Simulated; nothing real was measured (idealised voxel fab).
process module | voxel double patterning
cross-section cut | 245 nm wide | cells 5 nm
A cross-section is a grid of square cells, given in bands from the top down. A band is one or more rows of cells.
Each band's line starts with the height of the band's top and of its bottom, in nm. Then come its materials from left to right, each with its width in nm. One material with "throughout" fills the band from edge to edge. "air" is empty space.
Height 0 is the level under which the wafer as received is all one material. The lowest band goes on downwards, as in "0 down".
A width such as "30 to 40" changes by the same amount from each row of cells to the next, from the band's top row to its bottom row.
"no change" after a step means that no cell of the cross-section changed.
closed voids: empty space of 8 cells or more with no open way to the top, each as width x height at its distance from the left edge, in nm
after a step's settings: what the simulator itself notes on the step
overlay nm, on a step with a mask: how far to the right of its planned place the mask lay; to the left if negative
plan
1 op RECEIVE | material Si
2 op CONFORMAL_DEP | material SiO2 | thk nm 10
3 op DIRECTIONAL_DEP | material W | thk nm 15
4 op DIRECTIONAL_DEP | material SiN | thk nm 5
5 op PATTERN | tone open | mask id FIRST | material resist | width nm 15 | pitch nm 50 | thk nm 20 | overlay nm 0
6 op DIRECTIONAL_ETCH | etch materials SiN | depth nm 5
7 op STRIP | etch materials resist
8 op MASKED_ETCH | tone open | mask id SECOND | width nm 15 | etch materials SiN | depth nm 5 | overlay nm 0
9 op DIRECTIONAL_ETCH | etch materials W | depth nm 15
10 op STRIP | etch materials SiN
as received, after step 1
  0 down: Si throughout
  closed voids: none
first wafer at the end, as planned
  25 to 10: W 90 | air 15 | W 10 | air 15 | W 10 | air 15 | W 90
  10 to 0: SiO2 throughout
  0 down: Si throughout
  closed voids: none
second wafer at the end: like start, like plan, one mistake
  25 to 10: air 115 | W 15 | air 115
  10 to 0: SiO2 throughout
  0 down: Si throughout
  closed voids: none
what went wrong: step 8 ran as: op MASKED_ETCH | tone cover | mask id SECOND | width nm 15 | etch materials SiN | depth nm 5 | overlay nm 0
at the end the second wafer has, in cells: 111 fewer of W
